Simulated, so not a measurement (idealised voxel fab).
The process module presented herein is designated voxel capacitor over wiring.
Shown is cross-section cut, with a width of 300 nm and square cells of size 5 nm.
A cross-section is a grid of square cells, given in bands from the top down. A band is one or more rows of cells. Band: top height; bottom height; in nm. Then, left to right: material with width in nm, for each material. "everywhere": a single material spanning edge to edge. "air": empty space. For the purposes of this specification, 0 denotes the height below which the wafer in its as-received condition is composed wholly of one material, and the lowermost band, lacking a lower limit, extends downward without end, as expressed in "z 0 and below". The notation "30..40" denotes a width that varies across the rows of cells in the band, beginning at the first number in the top row, finishing at the second number in the bottom row, and changing by an identical amount from each row to the next. Basically "remained the same" means that step didn't change any cell in the cross-section. Empty spaces counting at least 8 cells and having no open way to the top are listed in "Closed void roster". The notation width x height at distance is used for each, the distance being from the left edge and all three values in nm. Note: text after step settings on the step line = simulator remark on that step. The line of a step may include "overlay nm". On a step with a mask, this value is how far to the right of its planned place the mask lay. A negative value means the mask lay to the left.

## Process steps (planned)
- 1: op RECEIVE | material Si
- 2: op CONFORMAL_DEP | material SiO2 | thk nm 10
- 3: op DIRECTIONAL_DEP | material TiN | thk nm 5
- 4: op DIRECTIONAL_DEP | material W | thk nm 25
- 5: op PATTERN | tone cover | mask id METAL_1 | material resist | width nm 20 | pitch nm 85 | thk nm 20 | overlay nm 0
- 6: op DIRECTIONAL_ETCH | etch materials W | depth nm 25
- 7: op DIRECTIONAL_ETCH | etch materials TiN | depth nm 5
- 8: op STRIP | etch materials resist
- 9: op FILL_DEP | material SiO2 | thk nm 10
- 10: op CMP | height nm 40
- 11: op CONFORMAL_DEP | material SiCN | thk nm 5
- 12: op DIRECTIONAL_DEP | material SiO2 | thk nm 20
- 13: op DIRECTIONAL_DEP | material aC | thk nm 15
- 14: op PATTERN | tone open | mask id PLUG_1 | material resist | width nm 15 | thk nm 35 | overlay nm 0
- 15: op DIRECTIONAL_ETCH | etch materials aC | depth nm 15
- 16: op STRIP | etch materials resist
- 17: op DIRECTIONAL_ETCH | etch materials SiO2 | depth nm 20
- 18: op DIRECTIONAL_ETCH | etch materials SiCN | depth nm 5
- 19: op STRIP | etch materials aC
- 20: op CONFORMAL_DEP | material TiN | thk nm 5
- 21: op FILL_DEP | material Cu | thk nm 10
- 22: op CMP | height nm 65
- 23: op DIRECTIONAL_DEP | material TiN | thk nm 10
- 24: op DIRECTIONAL_DEP | material Al2O3 | thk nm 5
- 25: op DIRECTIONAL_DEP | material TiN | thk nm 5
- 26: op DIRECTIONAL_DEP | material aC | thk nm 10
- 27: op PATTERN | tone cover | mask id UPPER_PLATE | material resist | width nm 70 | thk nm 30 | overlay nm 0
- 28: op DIRECTIONAL_ETCH | etch materials aC | depth nm 10
- 29: op STRIP | etch materials resist
- 30: op DIRECTIONAL_ETCH | etch materials TiN | depth nm 5
- 31: op DIRECTIONAL_ETCH | etch materials Al2O3 | depth nm 5
- 32: op STRIP | etch materials aC
- 33: op DIRECTIONAL_DEP | material aC | thk nm 10
- 34: op PATTERN | tone cover | mask id LOWER_PLATE | material resist | width nm 80 | thk nm 30 | overlay nm 0
- 35: op DIRECTIONAL_ETCH | etch materials aC | depth nm 10
- 36: op STRIP | etch materials resist
- 37: op DIRECTIONAL_ETCH | etch materials TiN | depth nm 10
- 38: op STRIP | etch materials aC
- 39: op FILL_DEP | material SiO2 | thk nm 20
- 40: op CMP | height nm 100
- 41: op PATTERN | tone open | mask id PLUG_2 | material resist | width nm 15 | thk nm 15 | overlay nm 0
- 42: op DIRECTIONAL_ETCH | etch materials SiO2 | depth nm 15
- 43: op STRIP | etch materials resist
- 44: op CONFORMAL_DEP | material TiN | thk nm 5
- 45: op FILL_DEP | material W | thk nm 10
- 46: op CMP | height nm 100
- 47: op CONFORMAL_DEP | material SiCN | thk nm 5

## Delivered wafer in cross-section: state after step 1
* z 0 and below | Si everywhere
* Closed void roster: none

## The following cross-section depicts the wafer upon conclusion of the module. Processing commenced from the starting condition illustrated above and adhered to the plan illustrated above, save for one mistake in execution
* z 105 to 100 | SiCN everywhere
* z 100 to 90 | SiO2: 110, then TiN: 5, then W: 5, then TiN: 5, then SiO2: 175
* z 90 to 80 | SiO2: 110..100, then TiN: 15..70, then SiO2: 175..130
* z 80 to 75 | SiO2: 100, then Al2O3: 70, then SiO2: 130
* z 75 to 65 | SiO2: 95, then TiN: 85, then SiO2: 120
* z 65 to 45 | SiO2: 100, then TiN: 5, then Cu: 5, then TiN: 5, then SiO2: 185
* z 45 to 40 | SiCN: 100, then TiN: 15, then SiCN: 185
* z 40 to 15 | SiO2: 95, then W: 20, then SiO2: 65, then W: 20, then SiO2: 100
* z 15 to 10 | SiO2: 95, then TiN: 20, then SiO2: 65, then TiN: 20, then SiO2: 100
* z 10 to 0 | SiO2 everywhere
* z 0 and below | Si everywhere
* Closed void roster: none
In executing the process, a mistake was made relative to the plan: the process deviated at step 34: the operation and settings actually run there were op PATTERN | tone cover | mask id LOWER_PLATE | material resist | width nm 85 | thk nm 30 | overlay nm 0
